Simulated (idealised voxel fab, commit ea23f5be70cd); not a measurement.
process module | voxel spacer lines
Cross-section cut: width 175 nm, square cells of 5 nm.
In this document a cross-section is written as a grid of square cells. It is given as a series of bands, listed from the top down, and a band is one or more rows of cells.
Heights first: top, then bottom, in nm. Then materials, left to right, each with a width in nm. "everywhere" on a single material: fills the band edge to edge. "air": empty space.
Convention: height 0 is the level below which the wafer, as received, is all one material. The lowest band does not terminate at the bottom but continues downward, represented as "0 down".
Quick explanation for "30 to 40": the width changes in equal steps down the rows of cells, from the first number in the band's top row to the second number in its bottom row.
Where the words "nothing got changed" appear for a step, the cross-section shows no cell changed by that step; every cell remained as before.
This entry, "Enclosed internal voids", enumerates those empty regions of no fewer than 8 cells that possess no open connection to the top. Each region is reported in the form width x height at distance, the distance being taken from the left edge, with all three quantities expressed in nm.
Heads up: the bit after the settings on a step's line is the simulator's remark on that step.
The "overlay nm" setting may appear on a step's line; for a step that uses a mask, it gives how far to the right of its planned position the mask lay, and a negative value indicates the left.

Set out below are the planned steps of the process
- 1: RECEIVE with material Si
- 2: CONFORMAL_DEP with material Al2O3, thk nm 10
- 3: DIRECTIONAL_DEP with material W, thk nm 15
- 4: DIRECTIONAL_DEP with material polySi, thk nm 30
- 5: PATTERN with tone cover, mask id MANDREL, material resist, width nm 15, pitch nm 50, thk nm 35, overlay nm -15
- 6: DIRECTIONAL_ETCH with etch materials polySi, depth nm 30
- 7: STRIP with etch materials resist
- 8: CONFORMAL_DEP with material SiO2, thk nm 10
- 9: DIRECTIONAL_ETCH with etch materials SiO2, depth nm 10
- 10: STRIP with etch materials polySi
- 11: DIRECTIONAL_ETCH with etch materials W, depth nm 15
- 12: STRIP with etch materials SiO2
- 13: FILL_DEP with material lowk, thk nm 10
- 14: CMP with height nm 25
Among the wafers covered here, the point of difference is the overlay nm at step 5; their starting state is shared, and the plan presents the value of the first wafer.

Sectional view: first of several wafers, as received, after step 1
    0 down  Si everywhere
    Enclosed internal voids: none

Cross-section after step 14, the final step of the module, for the first of several wafers
    25 to 10  5 lowk  10 W  15 lowk  10 W  15 lowk  10 W  15 lowk  10 W  15 lowk  10 W  15 lowk  10 W  35 lowk
    10 to 0  Al2O3 everywhere
    0 down  Si everywhere
    Enclosed internal voids: none

Here we cross-sectioned the last of the wafers once the module was done
    25 to 10  35 lowk  10 W  15 lowk  10 W  15 lowk  10 W  15 lowk  10 W  15 lowk  10 W  15 lowk  10 W  5 lowk
    10 to 0  Al2O3 everywhere
    0 down  Si everywhere
    Enclosed internal voids: none

Note: the following table is arranged by wafer, a row apiece. Each row reports the end-of-module state: per material, cells gained (+) or cells lost (-) compared with the wafer as received; closed voids follow
overlay nm -15 | +70 Al2O3 | +36 W | +69 lowk | Enclosed internal voids: none
overlay nm -10 | +70 Al2O3 | +36 W | +69 lowk | Enclosed internal voids: none
overlay nm -5 | +70 Al2O3 | +36 W | +69 lowk | Enclosed internal voids: none
overlay nm 0 | +70 Al2O3 | +36 W | +69 lowk | Enclosed internal voids: none
overlay nm 5 | +70 Al2O3 | +36 W | +69 lowk | Enclosed internal voids: none
overlay nm 10 | +70 Al2O3 | +36 W | +69 lowk | Enclosed internal voids: none
overlay nm 15 | +70 Al2O3 | +36 W | +69 lowk | Enclosed internal voids: none
